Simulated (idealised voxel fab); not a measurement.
process module | voxel self aligned vias
cross-section cut | 145 nm wide | cells 5 nm
A cross-section is a grid of square cells, given in bands from the top down. A band is one or more rows of cells.
Each band's line starts with the height of the band's top and of its bottom, in nm. Then come its materials from left to right, each with its width in nm. One material with "throughout" fills the band from edge to edge. "air" is empty space.
Height 0 is the level under which the wafer as received is all one material. The lowest band goes on downwards, as in "0 down".
A width such as "30 to 40" changes by the same amount from each row of cells to the next, from the band's top row to its bottom row.
"no change" after a step means that no cell of the cross-section changed.
closed voids: empty space of 8 cells or more with no open way to the top, each as width x height at its distance from the left edge, in nm
after a step's settings: what the simulator itself notes on the step
overlay nm, on a step with a mask: how far to the right of its planned place the mask lay; to the left if negative
plan
1 op RECEIVE | material Si
2 op CONFORMAL_DEP | material SiO2 | thk nm 10
3 op CONFORMAL_DEP | material SiCN | thk nm 5
4 op DIRECTIONAL_DEP | material SiO2 | thk nm 30
5 op MASKED_ETCH | tone open | mask id LINES | width nm 30 | pitch nm 55 | etch materials SiO2 | depth nm 30 | overlay nm 0
6 op CONFORMAL_DEP | material TiN | thk nm 5
7 op FILL_DEP | material W | thk nm 5
8 op CMP | height nm 45
9 op SELECTIVE_ETCH | etch materials W Ru TiN | depth nm 5
10 op FILL_DEP | material SiN | thk nm 5
11 op CMP | height nm 45
12 op DIRECTIONAL_DEP | material SiO2 | thk nm 15
13 op MASKED_ETCH | tone open | mask id VIAS | width nm 40 | etch materials SiO2 | depth nm 15 | overlay nm 0
14 op MASKED_ETCH | tone open | mask id VIAS | width nm 40 | etch materials SiN | depth nm 5 | overlay nm 0
15 op CONFORMAL_DEP | material TiN | thk nm 5
16 op FILL_DEP | material Ru | thk nm 5
17 op CMP | height nm 60
18 op CONFORMAL_DEP | material SiN | thk nm 5
first wafer, as planned
as received, after step 1
  0 down: Si throughout
  closed voids: none
after step 2
  10 to 0: SiO2 throughout
  below 0: unchanged
after step 3
  15 to 10: SiCN throughout
  below 10: unchanged
after step 4
  45 to 15: SiO2 throughout
  below 15: unchanged
after step 5
  45 to 15: SiO2 30 | air 30 | SiO2 25 | air 30 | SiO2 30
  below 15: unchanged
after step 6
  50 to 45: TiN 35 | air 20 | TiN 35 | air 20 | TiN 35
  45 to 20: SiO2 30 | TiN 5 | air 20 | TiN 5 | SiO2 25 | TiN 5 | air 20 | TiN 5 | SiO2 30
  20 to 15: SiO2 30 | TiN 30 | SiO2 25 | TiN 30 | SiO2 30
  below 15: unchanged
after step 7
  55 to 50: W throughout
  50 to 45: TiN 35 | W 20 | TiN 35 | W 20 | TiN 35
  45 to 20: SiO2 30 | TiN 5 | W 20 | TiN 5 | SiO2 25 | TiN 5 | W 20 | TiN 5 | SiO2 30
  below 20: unchanged
after step 8
  45 to 20: SiO2 30 | TiN 5 | W 20 | TiN 5 | SiO2 25 | TiN 5 | W 20 | TiN 5 | SiO2 30
  below 20: unchanged
after step 9
  45 to 40: SiO2 30 | air 30 | SiO2 25 | air 30 | SiO2 30
  below 40: unchanged
after step 10
  50 to 45: SiN throughout
  45 to 40: SiO2 30 | SiN 30 | SiO2 25 | SiN 30 | SiO2 30
  below 40: unchanged
after step 11
  45 to 40: SiO2 30 | SiN 30 | SiO2 25 | SiN 30 | SiO2 30
  below 40: unchanged
after step 12
  60 to 45: SiO2 throughout
  below 45: unchanged
after step 13
  60 to 45: SiO2 25 | air 40 | SiO2 80
  below 45: unchanged
after step 14
  60 to 45: SiO2 25 | air 40 | SiO2 80
  45 to 40: SiO2 30 | air 30 | SiO2 25 | SiN 30 | SiO2 30
  below 40: unchanged
after step 15
  65 to 60: TiN 30 | air 30 | TiN 85
  60 to 50: SiO2 25 | TiN 5 | air 30 | TiN 5 | SiO2 80
  50 to 45: SiO2 25 | TiN 10 | air 20 | TiN 10 | SiO2 80
  45 to 40: SiO2 30 | TiN 30 | SiO2 25 | SiN 30 | SiO2 30
  below 40: unchanged
after step 16
  70 to 65: Ru throughout
  65 to 60: TiN 30 | Ru 30 | TiN 85
  60 to 50: SiO2 25 | TiN 5 | Ru 30 | TiN 5 | SiO2 80
  50 to 45: SiO2 25 | TiN 10 | Ru 20 | TiN 10 | SiO2 80
  below 45: unchanged
after step 17
  60 to 50: SiO2 25 | TiN 5 | Ru 30 | TiN 5 | SiO2 80
  below 50: unchanged
after step 18
  65 to 60: SiN throughout
  below 60: unchanged
second wafer: like start, like plan, one mistake. Through step 17 it matches the first wafer
when step 18 should have ended
  75 to 60: SiN throughout
  below 60: unchanged
what went wrong: step 18 ran as: op CONFORMAL_DEP | material SiN | thk nm 15
at the end the second wafer has, in cells: 58 more of SiN
